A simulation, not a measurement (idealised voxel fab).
A process module follows: voxel ribs on slabs.
Xsec cut, 170 nm wide, square cell size 5 nm.
A cross-section is written here as square cells arranged in a grid, and it is given in bands from the top down, each band taking up one or more rows of cells. First you get the band's top height and its bottom height, in nm, and then the materials it's made of, left to right, with each width in nm. If you see a single material with "everywhere", that one covers the band edge to edge. "empty" is empty space. It should be noted that heights are counted from 0, beneath which the wafer as supplied is of one material throughout, and that the lowest band possesses no lower boundary but continues downward, as written in "0 nm and below". When a width is written as two numbers, as in "30..40", the first number is the width in the top row of cells of the band and the second is the width in its bottom row, and the width changes by the same amount from each row to the next. Basically "remained unchanged" means that step didn't change any cell in the cross-section. The entry "Fully sealed voids" lists the empty spaces that cover at least 8 cells and have no open path to the top. Each is written as width x height at distance, where the distance is measured from the left edge and all three values are in nm. Where a step's line continues beyond its settings, the continuation is a remark by the simulator itself on that step. A step line may carry the setting "overlay nm", which, for steps involving a mask, states the distance by which the mask lay to the right of its intended position; negative values denote displacement to the left.
**Process steps (planned)**
| 1 | RECEIVE,material Si |
| 2 | DIRECTIONAL_DEP,material SiO2,thk nm 20 |
| 3 | DIRECTIONAL_DEP,material polySi,thk nm 15 |
| 4 | MASKED_ETCH,tone cover,mask id RIB,width nm 30,etch materials polySi,depth nm 5,overlay nm 0 |
| 5 | DIRECTIONAL_DEP,material aC,thk nm 15 |
| 6 | PATTERN,tone cover,mask id SLAB,material resist,width nm 70,thk nm 35,overlay nm 0 |
| 7 | DIRECTIONAL_ETCH,etch materials aC,depth nm 15 |
| 8 | STRIP,etch materials resist |
| 9 | DIRECTIONAL_ETCH,etch materials polySi,depth nm 5 |
| 10 | STRIP,etch materials aC |
| 11 | FILL_DEP,material SiO2,thk nm 15 |
| 12 | CMP,height nm 45 |
| 13 | DIRECTIONAL_DEP,material W,thk nm 10 |
| 14 | DIRECTIONAL_DEP,material aC,thk nm 10 |
| 15 | PATTERN,tone cover,mask id HEATER,material resist,width nm 40,thk nm 25,overlay nm 0 |
| 16 | DIRECTIONAL_ETCH,etch materials aC,depth nm 10 |
| 17 | STRIP,etch materials resist |
| 18 | DIRECTIONAL_ETCH,etch materials W,depth nm 10 |
| 19 | STRIP,etch materials aC |
| 20 | CONFORMAL_DEP,material SiN,thk nm 10 |
The plan shows the depth nm of step 4 as the first wafer had it; this setting differs between the wafers, which start out alike.
**The first of several wafers in cross-section, exactly as it reached us after step 1**
* 0 nm and below  Si everywhere
* Fully sealed voids: none
**Per wafer, end of module: cells gained (+) or lost (-) per material since receipt, then closed voids**
depth nm 5, +76 SiN, +252 SiO2, +16 W, +54 polySi, Fully sealed voids: none
depth nm 10, +76 SiN, +280 SiO2, +16 W, +26 polySi, Fully sealed voids: none
depth nm 15, +76 SiN, +288 SiO2, +16 W, +18 polySi, Fully sealed voids: none
depth nm 20, +76 SiN, +288 SiO2, +16 W, +18 polySi, Fully sealed voids: none
depth nm 25, +76 SiN, +288 SiO2, +16 W, +18 polySi, Fully sealed voids: none
